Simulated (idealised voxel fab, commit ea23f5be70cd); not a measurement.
process module | voxel tone inversion
cross-section cut | 220 nm wide | cells 5 nm
A cross-section is a grid of square cells, given in bands from the top down. A band is one or more rows of cells.
Each band's line starts with the height of the band's top and of its bottom, in nm. Then come its materials from left to right, each with its width in nm. One material with "throughout" fills the band from edge to edge. "air" is empty space.
Height 0 is the level under which the wafer as received is all one material. The lowest band goes on downwards, as in "0 down".
A width such as "30 to 40" changes by the same amount from each row of cells to the next, from the band's top row to its bottom row.
"no change" after a step means that no cell of the cross-section changed.
closed voids: empty space of 8 cells or more with no open way to the top, each as width x height at its distance from the left edge, in nm
after a step's settings: what the simulator itself notes on the step
overlay nm, on a step with a mask: how far to the right of its planned place the mask lay; to the left if negative
plan
1 op RECEIVE | material Si
2 op CONFORMAL_DEP | material SiN | thk nm 5
3 op DIRECTIONAL_DEP | material aC | thk nm 20
4 op PATTERN | tone cover | mask id POSTS | material resist | width nm 20 | pitch nm 40 | thk nm 30 | overlay nm 0
5 op DIRECTIONAL_ETCH | etch materials aC | depth nm 20
6 op STRIP | etch materials resist
7 op FILL_DEP | material lowk | thk nm 5
8 op CMP | height nm 25
9 op STRIP | etch materials aC
10 op CONFORMAL_DEP | material TiN | thk nm 5
11 op FILL_DEP | material Cu | thk nm 10
12 op CMP | height nm 25
13 op CONFORMAL_DEP | material SiCN | thk nm 5
first wafer, as planned
as received, after step 1
  0 down: Si throughout
  closed voids: none
after step 2
  5 to 0: SiN throughout
  below 0: unchanged
after step 3
  25 to 5: aC throughout
  below 5: unchanged
after step 4
  55 to 25: air 80 | resist 20 | air 20 | resist 20 | air 80
  below 25: unchanged
after step 5
  35 to 25: air 80 | resist 20 | air 20 | resist 20 | air 80
  25 to 5: air 80 | aC 20 | air 20 | aC 20 | air 80
  below 5: unchanged
after step 6
  25 to 5: air 80 | aC 20 | air 20 | aC 20 | air 80
  below 5: unchanged
after step 7
  30 to 25: lowk throughout
  25 to 5: lowk 80 | aC 20 | lowk 20 | aC 20 | lowk 80
  below 5: unchanged
after step 8
  25 to 5: lowk 80 | aC 20 | lowk 20 | aC 20 | lowk 80
  below 5: unchanged
after step 9
  25 to 5: lowk 80 | air 20 | lowk 20 | air 20 | lowk 80
  below 5: unchanged
after step 10
  30 to 25: TiN 85 | air 10 | TiN 30 | air 10 | TiN 85
  25 to 10: lowk 80 | TiN 5 | air 10 | TiN 5 | lowk 20 | TiN 5 | air 10 | TiN 5 | lowk 80
  10 to 5: lowk 80 | TiN 20 | lowk 20 | TiN 20 | lowk 80
  below 5: unchanged
after step 11
  40 to 30: Cu throughout
  30 to 25: TiN 85 | Cu 10 | TiN 30 | Cu 10 | TiN 85
  25 to 10: lowk 80 | TiN 5 | Cu 10 | TiN 5 | lowk 20 | TiN 5 | Cu 10 | TiN 5 | lowk 80
  below 10: unchanged
after step 12
  25 to 10: lowk 80 | TiN 5 | Cu 10 | TiN 5 | lowk 20 | TiN 5 | Cu 10 | TiN 5 | lowk 80
  below 10: unchanged
after step 13
  30 to 25: SiCN throughout
  below 25: unchanged
second wafer: like start, like plan, one mistake. Through step 3 it matches the first wafer
when step 4 should have ended
  55 to 25: air 75 | resist 20 | air 20 | resist 20 | air 85
  below 25: unchanged
when step 5 should have ended
  35 to 25: air 75 | resist 20 | air 20 | resist 20 | air 85
  25 to 5: air 75 | aC 20 | air 20 | aC 20 | air 85
  below 5: unchanged
when step 6 should have ended
  25 to 5: air 75 | aC 20 | air 20 | aC 20 | air 85
  below 5: unchanged
when step 7 should have ended
  30 to 25: lowk throughout
  25 to 5: lowk 75 | aC 20 | lowk 20 | aC 20 | lowk 85
  below 5: unchanged
when step 8 should have ended
  25 to 5: lowk 75 | aC 20 | lowk 20 | aC 20 | lowk 85
  below 5: unchanged
when step 9 should have ended
  25 to 5: lowk 75 | air 20 | lowk 20 | air 20 | lowk 85
  below 5: unchanged
when step 10 should have ended
  30 to 25: TiN 80 | air 10 | TiN 30 | air 10 | TiN 90
  25 to 10: lowk 75 | TiN 5 | air 10 | TiN 5 | lowk 20 | TiN 5 | air 10 | TiN 5 | lowk 85
  10 to 5: lowk 75 | TiN 20 | lowk 20 | TiN 20 | lowk 85
  below 5: unchanged
when step 11 should have ended
  40 to 30: Cu throughout
  30 to 25: TiN 80 | Cu 10 | TiN 30 | Cu 10 | TiN 90
  25 to 10: lowk 75 | TiN 5 | Cu 10 | TiN 5 | lowk 20 | TiN 5 | Cu 10 | TiN 5 | lowk 85
  below 10: unchanged
when step 12 should have ended
  25 to 10: lowk 75 | TiN 5 | Cu 10 | TiN 5 | lowk 20 | TiN 5 | Cu 10 | TiN 5 | lowk 85
  below 10: unchanged
when step 13 should have ended
  30 to 25: SiCN throughout
  below 25: unchanged
what went wrong: step 4 ran as: op PATTERN | tone cover | mask id POSTS | material resist | width nm 20 | pitch nm 40 | thk nm 30 | overlay nm -5
at the end the second wafer has, in cells: as many of each material as the first, in other places
